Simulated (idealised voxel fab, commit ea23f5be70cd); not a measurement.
The process module that follows is named voxel wiring stack.
Displayed cross-section: cut, width of 200 nm, square cells sized 5 nm.
Throughout this document, each cross-section is represented as a grid of square cells and is presented as a sequence of bands enumerated from the top downward, where a band comprises one or more rows of cells. In this notation a band is specified by the heights of its top and bottom, in that order and in nm, after which its materials appear from left to right, each paired with its width in nm. The word "throughout" attached to a single material means that material fills the band from edge to edge; the word "air" stands for empty space. Heights are reckoned from 0. Under this level, the received wafer is all of one material. The bottommost band is open-ended downward, for example "0 down". Read "30..40" as a graded width: first number on top, second number at the bottom, same change between each pair of neighbouring rows. A step reported as "same as before" is a step in which no cell of the cross-section changed. Entry "Fully sealed voids". Content: empty spaces with no open connection to the top, size 8 cells or greater. Each: width x height at distance. Distance: from left edge. Unit: nm. Note: text after step settings on the step line = simulator remark on that step. What "overlay nm" on a step's line means: if the step has a mask, that mask lay this far to the right of its planned place, or, when the value is negative, to the left.
Planned step list for the process
- 1: op RECEIVE | material Si
- 2: op CONFORMAL_DEP | material SiO2 | thk nm 15
- 3: op DIRECTIONAL_DEP | material TiN | thk nm 5
- 4: op DIRECTIONAL_DEP | material Ru | thk nm 20
- 5: op MASKED_ETCH | tone cover | mask id METAL_1 | width nm 30 | pitch nm 60 | etch materials Ru | depth nm 20 | overlay nm 0
- 6: op MASKED_ETCH | tone cover | mask id METAL_1 | width nm 30 | pitch nm 60 | etch materials TiN | depth nm 5 | overlay nm 0
- 7: op CONFORMAL_DEP | material SiCN | thk nm 5
- 8: op FILL_DEP | material SiO2 | thk nm 5
- 9: op CMP | height nm 40
- 10: op CONFORMAL_DEP | material SiCN | thk nm 5
- 11: op DIRECTIONAL_DEP | material lowk | thk nm 30
- 12: op PATTERN | tone open | mask id METAL_2_HOLES | material resist | width nm 15 | pitch nm 60 | thk nm 20 | overlay nm 0
- 13: op DIRECTIONAL_ETCH | etch materials lowk | depth nm 30
- 14: op STRIP | etch materials resist
- 15: op MASKED_ETCH | tone open | mask id METAL_2 | width nm 30 | pitch nm 60 | etch materials lowk | depth nm 20 | overlay nm 0
- 16: op MASKED_ETCH | tone open | mask id METAL_2 | width nm 30 | pitch nm 60 | etch materials SiCN | depth nm 5 | overlay nm 0
- 17: op CONFORMAL_DEP | material TiN | thk nm 5
- 18: op FILL_DEP | material Cu | thk nm 10
- 19: op CMP | height nm 75
- 20: op CONFORMAL_DEP | material SiCN | thk nm 5
- 21: op DIRECTIONAL_DEP | material lowk | thk nm 35
- 22: op MASKED_ETCH | tone open | mask id METAL_3 | width nm 30 | pitch nm 60 | etch materials lowk | depth nm 20 | overlay nm 0
- 23: op MASKED_ETCH | tone open | mask id METAL_3_HOLES | width nm 15 | etch materials lowk | depth nm 15 | overlay nm 0
- 24: op MASKED_ETCH | tone open | mask id METAL_3_HOLES | width nm 15 | etch materials SiCN | depth nm 5 | overlay nm 0
- 25: op CONFORMAL_DEP | material TiN | thk nm 5
- 26: op FILL_DEP | material Ru | thk nm 10
- 27: op CMP | height nm 115
- 28: op CONFORMAL_DEP | material SiCN | thk nm 5
First of two wafers - as planned
Delivered wafer in cross-section: state after step 1
* 0 down = Si throughout
* Fully sealed voids: none
The wafer, seen in cross-section, after step 2
* 15 to 0 = SiO2 throughout
* Beneath the level 0, the cross-section is identical to its previous state.
The wafer, seen in cross-section, after step 3
* 20 to 15 = TiN throughout
* Beneath the level 15, the cross-section is identical to its previous state.
The wafer, seen in cross-section, after step 4
* 40 to 20 = Ru throughout
* Beneath the level 20, the cross-section is identical to its previous state.
The wafer, seen in cross-section, after step 5
* 40 to 20 = air (55)  Ru (30)  air (30)  Ru (30)  air (55)
* Beneath the level 20, the cross-section is identical to its previous state.
The wafer, seen in cross-section, after step 6
* 40 to 20 = air (55)  Ru (30)  air (30)  Ru (30)  air (55)
* 20 to 15 = air (55)  TiN (30)  air (30)  TiN (30)  air (55)
* Beneath the level 15, the cross-section is identical to its previous state.
The wafer, seen in cross-section, after step 7
* 45 to 40 = air (50)  SiCN (40)  air (20)  SiCN (40)  air (50)
* 40 to 20 = air (50)  SiCN (5)  Ru (30)  SiCN (5)  air (20)  SiCN (5)  Ru (30)  SiCN (5)  air (50)
* 20 to 15 = SiCN (55)  TiN (30)  SiCN (30)  TiN (30)  SiCN (55)
* Beneath the level 15, the cross-section is identical to its previous state.
The wafer, seen in cross-section, after step 8
* 50 to 45 = SiO2 throughout
* 45 to 40 = SiO2 (50)  SiCN (40)  SiO2 (20)  SiCN (40)  SiO2 (50)
* 40 to 20 = SiO2 (50)  SiCN (5)  Ru (30)  SiCN (5)  SiO2 (20)  SiCN (5)  Ru (30)  SiCN (5)  SiO2 (50)
* Beneath the level 20, the cross-section is identical to its previous state.
The wafer, seen in cross-section, after step 9
* 40 to 20 = SiO2 (50)  SiCN (5)  Ru (30)  SiCN (5)  SiO2 (20)  SiCN (5)  Ru (30)  SiCN (5)  SiO2 (50)
* Beneath the level 20, the cross-section is identical to its previous state.
The wafer, seen in cross-section, after step 10
* 45 to 40 = SiCN throughout
* Beneath the level 40, the cross-section is identical to its previous state.
The wafer, seen in cross-section, after step 11
* 75 to 45 = lowk throughout
* Beneath the level 45, the cross-section is identical to its previous state.
The wafer, seen in cross-section, after step 12
* 95 to 75 = resist (55)  air (15)  resist (45)  air (15)  resist (70)
* Beneath the level 75, the cross-section is identical to its previous state.
The wafer, seen in cross-section, after step 13
* 95 to 75 = resist (55)  air (15)  resist (45)  air (15)  resist (70)
* 75 to 45 = lowk (55)  air (15)  lowk (45)  air (15)  lowk (70)
* Beneath the level 45, the cross-section is identical to its previous state.
The wafer, seen in cross-section, after step 14
* 75 to 45 = lowk (55)  air (15)  lowk (45)  air (15)  lowk (70)
* Beneath the level 45, the cross-section is identical to its previous state.
The wafer, seen in cross-section, after step 15
* 75 to 55 = lowk (55)  air (30)  lowk (30)  air (30)  lowk (55)
* Beneath the level 55, the cross-section is identical to its previous state.
The wafer, seen in cross-section, after step 16
* 75 to 55 = lowk (55)  air (30)  lowk (30)  air (30)  lowk (55)
* 55 to 45 = lowk (55)  air (15)  lowk (45)  air (15)  lowk (70)
* 45 to 40 = SiCN (55)  air (15)  SiCN (45)  air (15)  SiCN (70)
* Beneath the level 40, the cross-section is identical to its previous state.
The wafer, seen in cross-section, after step 17
* 80 to 75 = TiN (60)  air (20)  TiN (40)  air (20)  TiN (60)
* 75 to 60 = lowk (55)  TiN (5)  air (20)  TiN (5)  lowk (30)  TiN (5)  air (20)  TiN (5)  lowk (55)
* 60 to 55 = lowk (55)  TiN (5)  air (5)  TiN (20)  lowk (30)  TiN (5)  air (5)  TiN (20)  lowk (55)
* 55 to 45 = lowk (55)  TiN (5)  air (5)  TiN (5)  lowk (45)  TiN (5)  air (5)  TiN (5)  lowk (70)
* 45 to 40 = SiCN (55)  TiN (15)  SiCN (45)  TiN (15)  SiCN (70)
* Beneath the level 40, the cross-section is identical to its previous state.
The wafer, seen in cross-section, after step 18
* 90 to 80 = Cu throughout
* 80 to 75 = TiN (60)  Cu (20)  TiN (40)  Cu (20)  TiN (60)
* 75 to 60 = lowk (55)  TiN (5)  Cu (20)  TiN (5)  lowk (30)  TiN (5)  Cu (20)  TiN (5)  lowk (55)
* 60 to 55 = lowk (55)  TiN (5)  Cu (5)  TiN (20)  lowk (30)  TiN (5)  Cu (5)  TiN (20)  lowk (55)
* 55 to 45 = lowk (55)  TiN (5)  Cu (5)  TiN (5)  lowk (45)  TiN (5)  Cu (5)  TiN (5)  lowk (70)
* Beneath the level 45, the cross-section is identical to its previous state.
The wafer, seen in cross-section, after step 19
* 75 to 60 = lowk (55)  TiN (5)  Cu (20)  TiN (5)  lowk (30)  TiN (5)  Cu (20)  TiN (5)  lowk (55)
* Beneath the level 60, the cross-section is identical to its previous state.
The wafer, seen in cross-section, after step 20
* 80 to 75 = SiCN throughout
* Beneath the level 75, the cross-section is identical to its previous state.
The wafer, seen in cross-section, after step 21
* 115 to 80 = lowk throughout
* Beneath the level 80, the cross-section is identical to its previous state.
The wafer, seen in cross-section, after step 22
* 115 to 95 = lowk (55)  air (30)  lowk (30)  air (30)  lowk (55)
* Beneath the level 95, the cross-section is identical to its previous state.
The wafer, seen in cross-section, after step 23
* 115 to 95 = lowk (55)  air (30)  lowk (30)  air (30)  lowk (55)
* 95 to 80 = lowk (55)  air (15)  lowk (130)
* Beneath the level 80, the cross-section is identical to its previous state.
The wafer, seen in cross-section, after step 24
* 115 to 95 = lowk (55)  air (30)  lowk (30)  air (30)  lowk (55)
* 95 to 80 = lowk (55)  air (15)  lowk (130)
* 80 to 75 = SiCN (55)  air (15)  SiCN (130)
* Beneath the level 75, the cross-section is identical to its previous state.
The wafer, seen in cross-section, after step 25
* 120 to 115 = TiN (60)  air (20)  TiN (40)  air (20)  TiN (60)
* 115 to 100 = lowk (55)  TiN (5)  air (20)  TiN (5)  lowk (30)  TiN (5)  air (20)  TiN (5)  lowk (55)
* 100 to 95 = lowk (55)  TiN (5)  air (5)  TiN (20)  lowk (30)  TiN (30)  lowk (55)
* 95 to 80 = lowk (55)  TiN (5)  air (5)  TiN (5)  lowk (130)
* 80 to 75 = SiCN (55)  TiN (15)  SiCN (130)
* Beneath the level 75, the cross-section is identical to its previous state.
The wafer, seen in cross-section, after step 26
* 130 to 120 = Ru throughout
* 120 to 115 = TiN (60)  Ru (20)  TiN (40)  Ru (20)  TiN (60)
* 115 to 100 = lowk (55)  TiN (5)  Ru (20)  TiN (5)  lowk (30)  TiN (5)  Ru (20)  TiN (5)  lowk (55)
* 100 to 95 = lowk (55)  TiN (5)  Ru (5)  TiN (20)  lowk (30)  TiN (30)  lowk (55)
* 95 to 80 = lowk (55)  TiN (5)  Ru (5)  TiN (5)  lowk (130)
* Beneath the level 80, the cross-section is identical to its previous state.
The wafer, seen in cross-section, after step 27
* 115 to 100 = lowk (55)  TiN (5)  Ru (20)  TiN (5)  lowk (30)  TiN (5)  Ru (20)  TiN (5)  lowk (55)
* Beneath the level 100, the cross-section is identical to its previous state.
The wafer, seen in cross-section, after step 28
* 120 to 115 = SiCN throughout
* Beneath the level 115, the cross-section is identical to its previous state.
Second wafer - shared start and plan with the first - one error in running - same as the first up to step 27 inclusive
The second wafer in cross-section, at the planned close of step 28
* 120 to 115 = Ru throughout
* Beneath the level 115, the cross-section is identical to its previous state.
It is concluded that the wafer was processed incorrectly with respect to the plan, in that it should be noted that step 28 was executed with settings other than those planned, the operation and settings actually applied being op CONFORMAL_DEP | material Ru | thk nm 5
Looking at both finished wafers in cells, the second ends up ahead of or behind the first on some materials: Ru: 40 more, SiCN: 40 fewer
